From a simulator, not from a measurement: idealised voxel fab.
voxel ribs on slabs: a process module
Displayed cross-section: cut, width of 160 nm, square cells sized 5 nm.
In this document a cross-section is written as a grid of square cells. It is given as a series of bands, listed from the top down, and a band is one or more rows of cells.
Look at the band entry: it leads with the top's height and the bottom's height in nm. Then it lists the materials left to right, with a width in nm for each. The word "edge to edge" on a single material says that material fills the band edge to edge. The word "blank" is empty space.
Height 0 is the level under which the wafer as received is all one material. The lowest band goes on downwards, as in "from 0 down".
Read "30 to 40" as a graded width: first number on top, second number at the bottom, same change between each pair of neighbouring rows.
The designation "all unchanged", where it is given for a processing step, indicates that no cell of the cross-section was altered in the course of that step.
"Closed empty spaces" specifies each empty space that is not open to the top and that occupies no fewer than 8 cells, using the form width x height at distance, the distance measured from the left edge and all three quantities in nm.
Formally, on a step line, whatever follows the settings is a remark that the simulator itself makes on the step.
The line of a step may include "overlay nm". On a step with a mask, this value is how far to the right of its planned place the mask lay. A negative value means the mask lay to the left.
The process steps that were planned are listed below:
1. RECEIVE, material Si
2. DIRECTIONAL_DEP, material SiO2, thk nm 20
3. DIRECTIONAL_DEP, material polySi, thk nm 25
4. DIRECTIONAL_DEP, material aC, thk nm 10
5. PATTERN, tone cover, mask id RIB, material resist, width nm 30, thk nm 25, overlay nm 0
6. DIRECTIONAL_ETCH, etch materials aC, depth nm 10
7. STRIP, etch materials resist
8. DIRECTIONAL_ETCH, etch materials polySi, depth nm 5
9. STRIP, etch materials aC
10. DIRECTIONAL_DEP, material aC, thk nm 15
11. PATTERN, tone cover, mask id SLAB, material resist, width nm 80, thk nm 35, overlay nm 0
12. DIRECTIONAL_ETCH, etch materials aC, depth nm 15
13. STRIP, etch materials resist
14. DIRECTIONAL_ETCH, etch materials polySi, depth nm 20
15. STRIP, etch materials aC
16. FILL_DEP, material SiO2, thk nm 20
17. CMP, height nm 60
18. DIRECTIONAL_DEP, material W, thk nm 10
19. DIRECTIONAL_DEP, material aC, thk nm 15
20. PATTERN, tone cover, mask id HEATER, material resist, width nm 40, thk nm 30, overlay nm 0
21. DIRECTIONAL_ETCH, etch materials aC, depth nm 15
22. STRIP, etch materials resist
23. DIRECTIONAL_ETCH, etch materials W, depth nm 10
24. STRIP, etch materials aC
25. CONFORMAL_DEP, material SiO2, thk nm 10
The cross-section here shows the wafer as received, i.e. in its state after step 1:
	from 0 down  Si edge to edge
	Closed empty spaces: none
First wafer of two, sectioned at end of module; run went per plan:
	from 80 to 70  blank: 50, SiO2: 60, blank: 50
	from 70 to 60  SiO2: 60, W: 40, SiO2: 60
	from 60 to 45  SiO2 edge to edge
	from 45 to 40  SiO2: 65, polySi: 30, SiO2: 65
	from 40 to 20  SiO2: 40, polySi: 80, SiO2: 40
	from 20 to 0  SiO2 edge to edge
	from 0 down  Si edge to edge
	Closed empty spaces: none
Second wafer at the end: like start, like plan, one mistake:
	from 80 to 70  blank: 50, SiO2: 60, blank: 50
	from 70 to 60  SiO2: 60, W: 40, SiO2: 60
	from 60 to 45  SiO2: 40, polySi: 80, SiO2: 40
	from 45 to 20  polySi edge to edge
	from 20 to 0  SiO2 edge to edge
	from 0 down  Si edge to edge
	Closed empty spaces: none
Nonconformance to the process plan: regarding the plan, step 3 was run twice
End of process, cell counts, second wafer against first, materials with more or fewer: SiO2 -138 | polySi +138
